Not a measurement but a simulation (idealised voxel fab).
process module | voxel air gaps
cross-section cut | 175 nm wide | cells 5 nm
A cross-section is a grid of square cells, given in bands from the top down. A band is one or more rows of cells.
Each band's line starts with the height of the band's top and of its bottom, in nm. Then come its materials from left to right, each with its width in nm. One material with "throughout" fills the band from edge to edge. "air" is empty space.
Height 0 is the level under which the wafer as received is all one material. The lowest band goes on downwards, as in "0 down".
A width such as "30 to 40" changes by the same amount from each row of cells to the next, from the band's top row to its bottom row.
"no change" after a step means that no cell of the cross-section changed.
closed voids: empty space of 8 cells or more with no open way to the top, each as width x height at its distance from the left edge, in nm
after a step's settings: what the simulator itself notes on the step
overlay nm, on a step with a mask: how far to the right of its planned place the mask lay; to the left if negative
Each pair below shows a cross-section before one step and the cross-section after it, down to the lowest band that changed. The line under each pair gives the step between them, with its settings. The pairs can come from different runs of this module on the same starting wafer, so a pair continues from the pair above only where its "before" says so.
before
  0 down: Si throughout
  closed voids: none
after
  15 to 0: SiO2 throughout
  below 0: unchanged
  closed voids: none
the step between: op CONFORMAL_DEP | material SiO2 | thk nm 15
before: the cross-section after the pair above
after
  20 to 15: SiCN throughout
  below 15: unchanged
  closed voids: none
the step between: op CONFORMAL_DEP | material SiCN | thk nm 5
before: the cross-section after the pair above
after
  50 to 20: SiO2 throughout
  below 20: unchanged
  closed voids: none
the step between: op DIRECTIONAL_DEP | material SiO2 | thk nm 30
before: the cross-section after the pair above
after
  65 to 50: aC throughout
  below 50: unchanged
  closed voids: none
the step between: op DIRECTIONAL_DEP | material aC | thk nm 15
before: the cross-section after the pair above
after
  100 to 65: resist 25 | air 25 | resist 25 | air 25 | resist 25 | air 25 | resist 25
  below 65: unchanged
  closed voids: none
the step between: op PATTERN | tone open | mask id LINES | material resist | width nm 25 | pitch nm 50 | thk nm 35 | overlay nm 0
before: the cross-section after the pair above
after
  85 to 65: resist 25 | air 25 | resist 25 | air 25 | resist 25 | air 25 | resist 25
  65 to 50: aC 25 | air 25 | aC 25 | air 25 | aC 25 | air 25 | aC 25
  below 50: unchanged
  closed voids: none
the step between: op DIRECTIONAL_ETCH | etch materials aC | depth nm 15
before: the cross-section after the pair above
after
  65 to 50: aC 25 | air 25 | aC 25 | air 25 | aC 25 | air 25 | aC 25
  below 50: unchanged
  closed voids: none
the step between: op STRIP | etch materials resist
before: the cross-section after the pair above
after
  65 to 50: aC 25 | air 25 | aC 25 | air 25 | aC 25 | air 25 | aC 25
  50 to 20: SiO2 25 | air 25 | SiO2 25 | air 25 | SiO2 25 | air 25 | SiO2 25
  below 20: unchanged
  closed voids: none
the step between: op DIRECTIONAL_ETCH | etch materials SiO2 | depth nm 30
before: the cross-section after the pair above
after
  50 to 20: SiO2 25 | air 25 | SiO2 25 | air 25 | SiO2 25 | air 25 | SiO2 25
  below 20: unchanged
  closed voids: none
the step between: op STRIP | etch materials aC
before: the cross-section after the pair above
after
  55 to 50: TiN 30 | air 15 | TiN 35 | air 15 | TiN 35 | air 15 | TiN 30
  50 to 25: SiO2 25 | TiN 5 | air 15 | TiN 5 | SiO2 25 | TiN 5 | air 15 | TiN 5 | SiO2 25 | TiN 5 | air 15 | TiN 5 | SiO2 25
  25 to 20: SiO2 25 | TiN 25 | SiO2 25 | TiN 25 | SiO2 25 | TiN 25 | SiO2 25
  below 20: unchanged
  closed voids: none
the step between: op CONFORMAL_DEP | material TiN | thk nm 5
before: the cross-section after the pair above
after
  65 to 55: Cu throughout
  55 to 50: TiN 30 | Cu 15 | TiN 35 | Cu 15 | TiN 35 | Cu 15 | TiN 30
  50 to 25: SiO2 25 | TiN 5 | Cu 15 | TiN 5 | SiO2 25 | TiN 5 | Cu 15 | TiN 5 | SiO2 25 | TiN 5 | Cu 15 | TiN 5 | SiO2 25
  below 25: unchanged
  closed voids: none
the step between: op FILL_DEP | material Cu | thk nm 10
before: the cross-section after the pair above
after
  50 to 25: SiO2 25 | TiN 5 | Cu 15 | TiN 5 | SiO2 25 | TiN 5 | Cu 15 | TiN 5 | SiO2 25 | TiN 5 | Cu 15 | TiN 5 | SiO2 25
  below 25: unchanged
  closed voids: none
the step between: op CMP | height nm 50
before: the cross-section after the pair above
after
  60 to 50: air 15 | Ru 45 | air 5 | Ru 45 | air 5 | Ru 45 | air 15
  below 50: unchanged
  closed voids: none
the step between: op EPI | material Ru | thk nm 10
before: the cross-section after the pair above
after
  60 to 50: air 15 | Ru 45 | air 5 | Ru 45 | air 5 | Ru 45 | air 15
  50 to 25: air 25 | TiN 5 | Cu 15 | TiN 5 | air 25 | TiN 5 | Cu 15 | TiN 5 | air 25 | TiN 5 | Cu 15 | TiN 5 | air 25
  25 to 20: air 25 | TiN 25 | air 25 | TiN 25 | air 25 | TiN 25 | air 25
  below 20: unchanged
  closed voids: none
the step between: op SELECTIVE_ETCH | etch materials SiO2 | depth nm 40
before: the cross-section after the pair above
after
  65 to 60: air 10 | SiCN 155 | air 10
  60 to 50: air 10 | SiCN 5 | Ru 45 | SiCN 5 | Ru 45 | SiCN 5 | Ru 45 | SiCN 5 | air 10
  50 to 45: air 10 | SiCN 15 | TiN 5 | Cu 15 | TiN 5 | SiCN 25 | TiN 5 | Cu 15 | TiN 5 | SiCN 25 | TiN 5 | Cu 15 | TiN 5 | SiCN 15 | air 10
  45 to 25: air 20 | SiCN 5 | TiN 5 | Cu 15 | TiN 5 | SiCN 5 | air 15 | SiCN 5 | TiN 5 | Cu 15 | TiN 5 | SiCN 5 | air 15 | SiCN 5 | TiN 5 | Cu 15 | TiN 5 | SiCN 5 | air 20
  25 to 20: SiCN 25 | TiN 25 | SiCN 25 | TiN 25 | SiCN 25 | TiN 25 | SiCN 25
  below 20: unchanged
  closed voids: 15 x 20 at 55; 15 x 20 at 105
the step between: op CONFORMAL_DEP | material SiCN | thk nm 5
before
  15 to 0: SiO2 throughout
  0 down: Si throughout
  closed voids: none
after
  45 to 0: SiO2 throughout
  below 0: unchanged
  closed voids: none
the step between: op DIRECTIONAL_DEP | material SiO2 | thk nm 30
before: the cross-section after the pair above
after
  60 to 45: aC throughout
  below 45: unchanged
  closed voids: none
the step between: op DIRECTIONAL_DEP | material aC | thk nm 15
before: the cross-section after the pair above
after
  95 to 60: resist 25 | air 25 | resist 25 | air 25 | resist 25 | air 25 | resist 25
  below 60: unchanged
  closed voids: none
the step between: op PATTERN | tone open | mask id LINES | material resist | width nm 25 | pitch nm 50 | thk nm 35 | overlay nm 0
before: the cross-section after the pair above
after
  80 to 60: resist 25 | air 25 | resist 25 | air 25 | resist 25 | air 25 | resist 25
  60 to 45: aC 25 | air 25 | aC 25 | air 25 | aC 25 | air 25 | aC 25
  below 45: unchanged
  closed voids: none
the step between: op DIRECTIONAL_ETCH | etch materials aC | depth nm 15
before: the cross-section after the pair above
after
  60 to 45: aC 25 | air 25 | aC 25 | air 25 | aC 25 | air 25 | aC 25
  below 45: unchanged
  closed voids: none
the step between: op STRIP | etch materials resist
before: the cross-section after the pair above
after
  60 to 45: aC 25 | air 25 | aC 25 | air 25 | aC 25 | air 25 | aC 25
  45 to 15: SiO2 25 | air 25 | SiO2 25 | air 25 | SiO2 25 | air 25 | SiO2 25
  below 15: unchanged
  closed voids: none
the step between: op DIRECTIONAL_ETCH | etch materials SiO2 | depth nm 30
before: the cross-section after the pair above
after
  45 to 15: SiO2 25 | air 25 | SiO2 25 | air 25 | SiO2 25 | air 25 | SiO2 25
  below 15: unchanged
  closed voids: none
the step between: op STRIP | etch materials aC
before: the cross-section after the pair above
after
  50 to 45: TiN 30 | air 15 | TiN 35 | air 15 | TiN 35 | air 15 | TiN 30
  45 to 20: SiO2 25 | TiN 5 | air 15 | TiN 5 | SiO2 25 | TiN 5 | air 15 | TiN 5 | SiO2 25 | TiN 5 | air 15 | TiN 5 | SiO2 25
  20 to 15: SiO2 25 | TiN 25 | SiO2 25 | TiN 25 | SiO2 25 | TiN 25 | SiO2 25
  below 15: unchanged
  closed voids: none
the step between: op CONFORMAL_DEP | material TiN | thk nm 5
before: the cross-section after the pair above
after
  60 to 50: Cu throughout
  50 to 45: TiN 30 | Cu 15 | TiN 35 | Cu 15 | TiN 35 | Cu 15 | TiN 30
  45 to 20: SiO2 25 | TiN 5 | Cu 15 | TiN 5 | SiO2 25 | TiN 5 | Cu 15 | TiN 5 | SiO2 25 | TiN 5 | Cu 15 | TiN 5 | SiO2 25
  below 20: unchanged
  closed voids: none
the step between: op FILL_DEP | material Cu | thk nm 10
before: the cross-section after the pair above
after
  50 to 45: TiN 30 | Cu 15 | TiN 35 | Cu 15 | TiN 35 | Cu 15 | TiN 30
  below 45: unchanged
  closed voids: none
the step between: op CMP | height nm 50
before: the cross-section after the pair above
after
  60 to 50: Ru throughout
  below 50: unchanged
  closed voids: none
the step between: op EPI | material Ru | thk nm 10
before: the cross-section after the pair above
after
  65 to 60: SiCN throughout
  below 60: unchanged
  closed voids: none
the step between: op CONFORMAL_DEP | material SiCN | thk nm 5
before
  15 to 0: SiO2 throughout
  0 down: Si throughout
  closed voids: none
after
  30 to 0: SiO2 throughout
  below 0: unchanged
  closed voids: none
the step between: op CONFORMAL_DEP | material SiO2 | thk nm 15
before: the cross-section after the pair above
after
  35 to 30: SiCN throughout
  below 30: unchanged
  closed voids: none
the step between: op CONFORMAL_DEP | material SiCN | thk nm 5
before: the cross-section after the pair above
after
  65 to 35: SiO2 throughout
  below 35: unchanged
  closed voids: none
the step between: op DIRECTIONAL_DEP | material SiO2 | thk nm 30
before: the cross-section after the pair above
after
  80 to 65: aC throughout
  below 65: unchanged
  closed voids: none
the step between: op DIRECTIONAL_DEP | material aC | thk nm 15
before: the cross-section after the pair above
after
  115 to 80: resist 25 | air 25 | resist 25 | air 25 | resist 25 | air 25 | resist 25
  below 80: unchanged
  closed voids: none
the step between: op PATTERN | tone open | mask id LINES | material resist | width nm 25 | pitch nm 50 | thk nm 35 | overlay nm 0
before: the cross-section after the pair above
after
  100 to 80: resist 25 | air 25 | resist 25 | air 25 | resist 25 | air 25 | resist 25
  80 to 65: aC 25 | air 25 | aC 25 | air 25 | aC 25 | air 25 | aC 25
  below 65: unchanged
  closed voids: none
the step between: op DIRECTIONAL_ETCH | etch materials aC | depth nm 15
before: the cross-section after the pair above
after
  80 to 65: aC 25 | air 25 | aC 25 | air 25 | aC 25 | air 25 | aC 25
  below 65: unchanged
  closed voids: none
the step between: op STRIP | etch materials resist
before: the cross-section after the pair above
after
  80 to 65: aC 25 | air 25 | aC 25 | air 25 | aC 25 | air 25 | aC 25
  65 to 35: SiO2 25 | air 25 | SiO2 25 | air 25 | SiO2 25 | air 25 | SiO2 25
  below 35: unchanged
  closed voids: none
the step between: op DIRECTIONAL_ETCH | etch materials SiO2 | depth nm 30
before: the cross-section after the pair above
after
  65 to 35: SiO2 25 | air 25 | SiO2 25 | air 25 | SiO2 25 | air 25 | SiO2 25
  below 35: unchanged
  closed voids: none
the step between: op STRIP | etch materials aC
before: the cross-section after the pair above
after
  70 to 65: TiN 30 | air 15 | TiN 35 | air 15 | TiN 35 | air 15 | TiN 30
  65 to 40: SiO2 25 | TiN 5 | air 15 | TiN 5 | SiO2 25 | TiN 5 | air 15 | TiN 5 | SiO2 25 | TiN 5 | air 15 | TiN 5 | SiO2 25
  40 to 35: SiO2 25 | TiN 25 | SiO2 25 | TiN 25 | SiO2 25 | TiN 25 | SiO2 25
  below 35: unchanged
  closed voids: none
the step between: op CONFORMAL_DEP | material TiN | thk nm 5
before: the cross-section after the pair above
after
  80 to 70: Cu throughout
  70 to 65: TiN 30 | Cu 15 | TiN 35 | Cu 15 | TiN 35 | Cu 15 | TiN 30
  65 to 40: SiO2 25 | TiN 5 | Cu 15 | TiN 5 | SiO2 25 | TiN 5 | Cu 15 | TiN 5 | SiO2 25 | TiN 5 | Cu 15 | TiN 5 | SiO2 25
  below 40: unchanged
  closed voids: none
the step between: op FILL_DEP | material Cu | thk nm 10
before: the cross-section after the pair above
after
  50 to 40: SiO2 25 | TiN 5 | Cu 15 | TiN 5 | SiO2 25 | TiN 5 | Cu 15 | TiN 5 | SiO2 25 | TiN 5 | Cu 15 | TiN 5 | SiO2 25
  below 40: unchanged
  closed voids: none
the step between: op CMP | height nm 50
before: the cross-section after the pair above
after
  60 to 50: air 15 | Ru 45 | air 5 | Ru 45 | air 5 | Ru 45 | air 15
  below 50: unchanged
  closed voids: none
the step between: op EPI | material Ru | thk nm 10
before: the cross-section after the pair above
after
  60 to 50: air 15 | Ru 45 | air 5 | Ru 45 | air 5 | Ru 45 | air 15
  50 to 40: air 25 | TiN 5 | Cu 15 | TiN 5 | air 25 | TiN 5 | Cu 15 | TiN 5 | air 25 | TiN 5 | Cu 15 | TiN 5 | air 25
  40 to 35: air 25 | TiN 25 | air 25 | TiN 25 | air 25 | TiN 25 | air 25
  below 35: unchanged
  closed voids: none
the step between: op SELECTIVE_ETCH | etch materials SiO2 | depth nm 40
before: the cross-section after the pair above
after
  65 to 60: air 10 | SiCN 155 | air 10
  60 to 50: air 10 | SiCN 5 | Ru 45 | SiCN 5 | Ru 45 | SiCN 5 | Ru 45 | SiCN 5 | air 10
  50 to 45: air 10 | SiCN 15 | TiN 5 | Cu 15 | TiN 5 | SiCN 25 | TiN 5 | Cu 15 | TiN 5 | SiCN 25 | TiN 5 | Cu 15 | TiN 5 | SiCN 15 | air 10
  45 to 40: air 20 | SiCN 5 | TiN 5 | Cu 15 | TiN 5 | SiCN 5 | air 15 | SiCN 5 | TiN 5 | Cu 15 | TiN 5 | SiCN 5 | air 15 | SiCN 5 | TiN 5 | Cu 15 | TiN 5 | SiCN 5 | air 20
  40 to 35: SiCN 25 | TiN 25 | SiCN 25 | TiN 25 | SiCN 25 | TiN 25 | SiCN 25
  below 35: unchanged
  closed voids: none
the step between: op CONFORMAL_DEP | material SiCN | thk nm 5
before
  0 down: Si throughout
  closed voids: none
after
  5 to 0: SiCN throughout
  below 0: unchanged
  closed voids: none
the step between: op CONFORMAL_DEP | material SiCN | thk nm 5
before: the cross-section after the pair above
after
  20 to 5: SiO2 throughout
  below 5: unchanged
  closed voids: none
the step between: op CONFORMAL_DEP | material SiO2 | thk nm 15
before: the cross-section after the pair above
after
  50 to 5: SiO2 throughout
  below 5: unchanged
  closed voids: none
the step between: op DIRECTIONAL_DEP | material SiO2 | thk nm 30
before: the cross-section after the pair above
after
  65 to 50: aC throughout
  below 50: unchanged
  closed voids: none
the step between: op DIRECTIONAL_DEP | material aC | thk nm 15
before: the cross-section after the pair above
after
  100 to 65: resist 25 | air 25 | resist 25 | air 25 | resist 25 | air 25 | resist 25
  below 65: unchanged
  closed voids: none
the step between: op PATTERN | tone open | mask id LINES | material resist | width nm 25 | pitch nm 50 | thk nm 35 | overlay nm 0
before: the cross-section after the pair above
after
  85 to 65: resist 25 | air 25 | resist 25 | air 25 | resist 25 | air 25 | resist 25
  65 to 50: aC 25 | air 25 | aC 25 | air 25 | aC 25 | air 25 | aC 25
  below 50: unchanged
  closed voids: none
the step between: op DIRECTIONAL_ETCH | etch materials aC | depth nm 15
before: the cross-section after the pair above
after
  65 to 50: aC 25 | air 25 | aC 25 | air 25 | aC 25 | air 25 | aC 25
  below 50: unchanged
  closed voids: none
the step between: op STRIP | etch materials resist
before: the cross-section after the pair above
after
  65 to 50: aC 25 | air 25 | aC 25 | air 25 | aC 25 | air 25 | aC 25
  50 to 20: SiO2 25 | air 25 | SiO2 25 | air 25 | SiO2 25 | air 25 | SiO2 25
  below 20: unchanged
  closed voids: none
the step between: op DIRECTIONAL_ETCH | etch materials SiO2 | depth nm 30
before: the cross-section after the pair above
after
  50 to 20: SiO2 25 | air 25 | SiO2 25 | air 25 | SiO2 25 | air 25 | SiO2 25
  below 20: unchanged
  closed voids: none
the step between: op STRIP | etch materials aC
before: the cross-section after the pair above
after
  55 to 50: TiN 30 | air 15 | TiN 35 | air 15 | TiN 35 | air 15 | TiN 30
  50 to 25: SiO2 25 | TiN 5 | air 15 | TiN 5 | SiO2 25 | TiN 5 | air 15 | TiN 5 | SiO2 25 | TiN 5 | air 15 | TiN 5 | SiO2 25
  25 to 20: SiO2 25 | TiN 25 | SiO2 25 | TiN 25 | SiO2 25 | TiN 25 | SiO2 25
  below 20: unchanged
  closed voids: none
the step between: op CONFORMAL_DEP | material TiN | thk nm 5
before: the cross-section after the pair above
after
  65 to 55: Cu throughout
  55 to 50: TiN 30 | Cu 15 | TiN 35 | Cu 15 | TiN 35 | Cu 15 | TiN 30
  50 to 25: SiO2 25 | TiN 5 | Cu 15 | TiN 5 | SiO2 25 | TiN 5 | Cu 15 | TiN 5 | SiO2 25 | TiN 5 | Cu 15 | TiN 5 | SiO2 25
  below 25: unchanged
  closed voids: none
the step between: op FILL_DEP | material Cu | thk nm 10
before: the cross-section after the pair above
after
  50 to 25: SiO2 25 | TiN 5 | Cu 15 | TiN 5 | SiO2 25 | TiN 5 | Cu 15 | TiN 5 | SiO2 25 | TiN 5 | Cu 15 | TiN 5 | SiO2 25
  below 25: unchanged
  closed voids: none
the step between: op CMP | height nm 50
before: the cross-section after the pair above
after
  60 to 50: air 15 | Ru 45 | air 5 | Ru 45 | air 5 | Ru 45 | air 15
  below 50: unchanged
  closed voids: none
the step between: op EPI | material Ru | thk nm 10
before: the cross-section after the pair above
after
  60 to 50: air 15 | Ru 45 | air 5 | Ru 45 | air 5 | Ru 45 | air 15
  50 to 25: air 25 | TiN 5 | Cu 15 | TiN 5 | air 25 | TiN 5 | Cu 15 | TiN 5 | air 25 | TiN 5 | Cu 15 | TiN 5 | air 25
  25 to 20: air 25 | TiN 25 | air 25 | TiN 25 | air 25 | TiN 25 | air 25
  20 to 10: air 35 | SiO2 5 | air 45 | SiO2 5 | air 45 | SiO2 5 | air 35
  below 10: unchanged
  closed voids: none
the step between: op SELECTIVE_ETCH | etch materials SiO2 | depth nm 40
before: the cross-section after the pair above
after
  65 to 60: air 10 | SiCN 155 | air 10
  60 to 50: air 10 | SiCN 5 | Ru 45 | SiCN 5 | Ru 45 | SiCN 5 | Ru 45 | SiCN 5 | air 10
  50 to 45: air 10 | SiCN 15 | TiN 5 | Cu 15 | TiN 5 | SiCN 25 | TiN 5 | Cu 15 | TiN 5 | SiCN 25 | TiN 5 | Cu 15 | TiN 5 | SiCN 15 | air 10
  45 to 25: air 20 | SiCN 5 | TiN 5 | Cu 15 | TiN 5 | SiCN 5 | air 15 | SiCN 5 | TiN 5 | Cu 15 | TiN 5 | SiCN 5 | air 15 | SiCN 5 | TiN 5 | Cu 15 | TiN 5 | SiCN 5 | air 20
  25 to 20: air 20 | SiCN 5 | TiN 25 | SiCN 5 | air 15 | SiCN 5 | TiN 25 | SiCN 5 | air 15 | SiCN 5 | TiN 25 | SiCN 5 | air 20
  20 to 15: air 20 | SiCN 15 | SiO2 5 | SiCN 15 | air 15 | SiCN 15 | SiO2 5 | SiCN 15 | air 15 | SiCN 15 | SiO2 5 | SiCN 15 | air 20
  15 to 10: SiCN 35 | SiO2 5 | SiCN 45 | SiO2 5 | SiCN 45 | SiO2 5 | SiCN 35
  below 10: unchanged
  closed voids: 15 x 30 at 55; 15 x 30 at 105
the step between: op CONFORMAL_DEP | material SiCN | thk nm 5
before
  15 to 0: SiO2 throughout
  0 down: Si throughout
  closed voids: none
after
  30 to 15: SiCN throughout
  below 15: unchanged
  closed voids: none
the step between: op CONFORMAL_DEP | material SiCN | thk nm 15
before: the cross-section after the pair above
after
  60 to 30: SiO2 throughout
  below 30: unchanged
  closed voids: none
the step between: op DIRECTIONAL_DEP | material SiO2 | thk nm 30
before: the cross-section after the pair above
after
  75 to 60: aC throughout
  below 60: unchanged
  closed voids: none
the step between: op DIRECTIONAL_DEP | material aC | thk nm 15
before: the cross-section after the pair above
after
  110 to 75: resist 25 | air 25 | resist 25 | air 25 | resist 25 | air 25 | resist 25
  below 75: unchanged
  closed voids: none
the step between: op PATTERN | tone open | mask id LINES | material resist | width nm 25 | pitch nm 50 | thk nm 35 | overlay nm 0
before: the cross-section after the pair above
after
  95 to 75: resist 25 | air 25 | resist 25 | air 25 | resist 25 | air 25 | resist 25
  75 to 60: aC 25 | air 25 | aC 25 | air 25 | aC 25 | air 25 | aC 25
  below 60: unchanged
  closed voids: none
the step between: op DIRECTIONAL_ETCH | etch materials aC | depth nm 15
before: the cross-section after the pair above
after
  75 to 60: aC 25 | air 25 | aC 25 | air 25 | aC 25 | air 25 | aC 25
  below 60: unchanged
  closed voids: none
the step between: op STRIP | etch materials resist
before: the cross-section after the pair above
after
  75 to 60: aC 25 | air 25 | aC 25 | air 25 | aC 25 | air 25 | aC 25
  60 to 30: SiO2 25 | air 25 | SiO2 25 | air 25 | SiO2 25 | air 25 | SiO2 25
  below 30: unchanged
  closed voids: none
the step between: op DIRECTIONAL_ETCH | etch materials SiO2 | depth nm 30
before: the cross-section after the pair above
after
  60 to 30: SiO2 25 | air 25 | SiO2 25 | air 25 | SiO2 25 | air 25 | SiO2 25
  below 30: unchanged
  closed voids: none
the step between: op STRIP | etch materials aC
before: the cross-section after the pair above
after
  65 to 60: TiN 30 | air 15 | TiN 35 | air 15 | TiN 35 | air 15 | TiN 30
  60 to 35: SiO2 25 | TiN 5 | air 15 | TiN 5 | SiO2 25 | TiN 5 | air 15 | TiN 5 | SiO2 25 | TiN 5 | air 15 | TiN 5 | SiO2 25
  35 to 30: SiO2 25 | TiN 25 | SiO2 25 | TiN 25 | SiO2 25 | TiN 25 | SiO2 25
  below 30: unchanged
  closed voids: none
the step between: op CONFORMAL_DEP | material TiN | thk nm 5
before: the cross-section after the pair above
after
  75 to 65: Cu throughout
  65 to 60: TiN 30 | Cu 15 | TiN 35 | Cu 15 | TiN 35 | Cu 15 | TiN 30
  60 to 35: SiO2 25 | TiN 5 | Cu 15 | TiN 5 | SiO2 25 | TiN 5 | Cu 15 | TiN 5 | SiO2 25 | TiN 5 | Cu 15 | TiN 5 | SiO2 25
  below 35: unchanged
  closed voids: none
the step between: op FILL_DEP | material Cu | thk nm 10
before: the cross-section after the pair above
after
  50 to 35: SiO2 25 | TiN 5 | Cu 15 | TiN 5 | SiO2 25 | TiN 5 | Cu 15 | TiN 5 | SiO2 25 | TiN 5 | Cu 15 | TiN 5 | SiO2 25
  below 35: unchanged
  closed voids: none
the step between: op CMP | height nm 50
before: the cross-section after the pair above
after
  60 to 50: air 15 | Ru 45 | air 5 | Ru 45 | air 5 | Ru 45 | air 15
  below 50: unchanged
  closed voids: none
the step between: op EPI | material Ru | thk nm 10
before: the cross-section after the pair above
after
  60 to 50: air 15 | Ru 45 | air 5 | Ru 45 | air 5 | Ru 45 | air 15
  50 to 35: air 25 | TiN 5 | Cu 15 | TiN 5 | air 25 | TiN 5 | Cu 15 | TiN 5 | air 25 | TiN 5 | Cu 15 | TiN 5 | air 25
  35 to 30: air 25 | TiN 25 | air 25 | TiN 25 | air 25 | TiN 25 | air 25
  below 30: unchanged
  closed voids: none
the step between: op SELECTIVE_ETCH | etch materials SiO2 | depth nm 40
before: the cross-section after the pair above
after
  65 to 60: air 10 | SiCN 155 | air 10
  60 to 50: air 10 | SiCN 5 | Ru 45 | SiCN 5 | Ru 45 | SiCN 5 | Ru 45 | SiCN 5 | air 10
  50 to 45: air 10 | SiCN 15 | TiN 5 | Cu 15 | TiN 5 | SiCN 25 | TiN 5 | Cu 15 | TiN 5 | SiCN 25 | TiN 5 | Cu 15 | TiN 5 | SiCN 15 | air 10
  45 to 35: air 20 | SiCN 5 | TiN 5 | Cu 15 | TiN 5 | SiCN 5 | air 15 | SiCN 5 | TiN 5 | Cu 15 | TiN 5 | SiCN 5 | air 15 | SiCN 5 | TiN 5 | Cu 15 | TiN 5 | SiCN 5 | air 20
  35 to 30: SiCN 25 | TiN 25 | SiCN 25 | TiN 25 | SiCN 25 | TiN 25 | SiCN 25
  below 30: unchanged
  closed voids: none
the step between: op CONFORMAL_DEP | material SiCN | thk nm 5
before
  65 to 50: aC throughout
  50 to 20: SiO2 throughout
  20 to 15: SiCN throughout
  15 to 0: SiO2 throughout
  0 down: Si throughout
  closed voids: none
after
  100 to 65: resist 25 | air 30 | resist 20 | air 30 | resist 20 | air 30 | resist 20
  below 65: unchanged
  closed voids: none
the step between: op PATTERN | tone open | mask id LINES | material resist | width nm 30 | pitch nm 50 | thk nm 35 | overlay nm 0
before: the cross-section after the pair above
after
  85 to 65: resist 25 | air 30 | resist 20 | air 30 | resist 20 | air 30 | resist 20
  65 to 50: aC 25 | air 30 | aC 20 | air 30 | aC 20 | air 30 | aC 20
  below 50: unchanged
  closed voids: none
the step between: op DIRECTIONAL_ETCH | etch materials aC | depth nm 15
before: the cross-section after the pair above
after
  65 to 50: aC 25 | air 30 | aC 20 | air 30 | aC 20 | air 30 | aC 20
  below 50: unchanged
  closed voids: none
the step between: op STRIP | etch materials resist
before: the cross-section after the pair above
after
  65 to 50: aC 25 | air 30 | aC 20 | air 30 | aC 20 | air 30 | aC 20
  50 to 20: SiO2 25 | air 30 | SiO2 20 | air 30 | SiO2 20 | air 30 | SiO2 20
  below 20: unchanged
  closed voids: none
the step between: op DIRECTIONAL_ETCH | etch materials SiO2 | depth nm 30
before: the cross-section after the pair above
after
  50 to 20: SiO2 25 | air 30 | SiO2 20 | air 30 | SiO2 20 | air 30 | SiO2 20
  below 20: unchanged
  closed voids: none
the step between: op STRIP | etch materials aC
before: the cross-section after the pair above
after
  55 to 50: TiN 30 | air 20 | TiN 30 | air 20 | TiN 30 | air 20 | TiN 25
  50 to 25: SiO2 25 | TiN 5 | air 20 | TiN 5 | SiO2 20 | TiN 5 | air 20 | TiN 5 | SiO2 20 | TiN 5 | air 20 | TiN 5 | SiO2 20
  25 to 20: SiO2 25 | TiN 30 | SiO2 20 | TiN 30 | SiO2 20 | TiN 30 | SiO2 20
  below 20: unchanged
  closed voids: none
the step between: op CONFORMAL_DEP | material TiN | thk nm 5
before: the cross-section after the pair above
after
  65 to 55: Cu throughout
  55 to 50: TiN 30 | Cu 20 | TiN 30 | Cu 20 | TiN 30 | Cu 20 | TiN 25
  50 to 25: SiO2 25 | TiN 5 | Cu 20 | TiN 5 | SiO2 20 | TiN 5 | Cu 20 | TiN 5 | SiO2 20 | TiN 5 | Cu 20 | TiN 5 | SiO2 20
  below 25: unchanged
  closed voids: none
the step between: op FILL_DEP | material Cu | thk nm 10
before: the cross-section after the pair above
after
  50 to 25: SiO2 25 | TiN 5 | Cu 20 | TiN 5 | SiO2 20 | TiN 5 | Cu 20 | TiN 5 | SiO2 20 | TiN 5 | Cu 20 | TiN 5 | SiO2 20
  below 25: unchanged
  closed voids: none
the step between: op CMP | height nm 50
before: the cross-section after the pair above
after
  60 to 50: air 15 | Ru 150 | air 10
  below 50: unchanged
  closed voids: none
the step between: op EPI | material Ru | thk nm 10
before: the cross-section after the pair above
after
  60 to 50: air 15 | Ru 150 | air 10
  50 to 25: air 25 | TiN 5 | Cu 20 | TiN 5 | SiO2 20 | TiN 5 | Cu 20 | TiN 5 | SiO2 20 | TiN 5 | Cu 20 | TiN 5 | air 20
  25 to 20: air 25 | TiN 30 | SiO2 20 | TiN 30 | SiO2 20 | TiN 30 | air 20
  below 20: unchanged
  closed voids: none
the step between: op SELECTIVE_ETCH | etch materials SiO2 | depth nm 40
before: the cross-section after the pair above
after
  65 to 60: air 10 | SiCN 160 | air 5
  60 to 50: air 10 | SiCN 5 | Ru 150 | SiCN 5 | air 5
  50 to 45: air 10 | SiCN 15 | TiN 5 | Cu 20 | TiN 5 | SiO2 20 | TiN 5 | Cu 20 | TiN 5 | SiO2 20 | TiN 5 | Cu 20 | TiN 5 | SiCN 15 | air 5
  45 to 25: air 20 | SiCN 5 | TiN 5 | Cu 20 | TiN 5 | SiO2 20 | TiN 5 | Cu 20 | TiN 5 | SiO2 20 | TiN 5 | Cu 20 | TiN 5 | SiCN 5 | air 15
  25 to 20: SiCN 25 | TiN 30 | SiO2 20 | TiN 30 | SiO2 20 | TiN 30 | SiCN 20
  below 20: unchanged
  closed voids: none
the step between: op CONFORMAL_DEP | material SiCN | thk nm 5
before
  65 to 50: aC throughout
  50 to 20: SiO2 throughout
  20 to 15: SiCN throughout
  15 to 0: SiO2 throughout
  0 down: Si throughout
  closed voids: none
after
  100 to 65: resist 35 | air 25 | resist 25 | air 25 | resist 25 | air 25 | resist 15
  below 65: unchanged
  closed voids: none
the step between: op PATTERN | tone open | mask id LINES | material resist | width nm 25 | pitch nm 50 | thk nm 35 | overlay nm 10
before: the cross-section after the pair above
after
  85 to 65: resist 35 | air 25 | resist 25 | air 25 | resist 25 | air 25 | resist 15
  65 to 50: aC 35 | air 25 | aC 25 | air 25 | aC 25 | air 25 | aC 15
  below 50: unchanged
  closed voids: none
the step between: op DIRECTIONAL_ETCH | etch materials aC | depth nm 15
before: the cross-section after the pair above
after
  65 to 50: aC 35 | air 25 | aC 25 | air 25 | aC 25 | air 25 | aC 15
  below 50: unchanged
  closed voids: none
the step between: op STRIP | etch materials resist
before: the cross-section after the pair above
after
  65 to 50: aC 35 | air 25 | aC 25 | air 25 | aC 25 | air 25 | aC 15
  50 to 20: SiO2 35 | air 25 | SiO2 25 | air 25 | SiO2 25 | air 25 | SiO2 15
  below 20: unchanged
  closed voids: none
the step between: op DIRECTIONAL_ETCH | etch materials SiO2 | depth nm 30
before: the cross-section after the pair above
after
  50 to 20: SiO2 35 | air 25 | SiO2 25 | air 25 | SiO2 25 | air 25 | SiO2 15
  below 20: unchanged
  closed voids: none
the step between: op STRIP | etch materials aC
before: the cross-section after the pair above
after
  55 to 50: TiN 40 | air 15 | TiN 35 | air 15 | TiN 35 | air 15 | TiN 20
  50 to 25: SiO2 35 | TiN 5 | air 15 | TiN 5 | SiO2 25 | TiN 5 | air 15 | TiN 5 | SiO2 25 | TiN 5 | air 15 | TiN 5 | SiO2 15
  25 to 20: SiO2 35 | TiN 25 | SiO2 25 | TiN 25 | SiO2 25 | TiN 25 | SiO2 15
  below 20: unchanged
  closed voids: none
the step between: op CONFORMAL_DEP | material TiN | thk nm 5
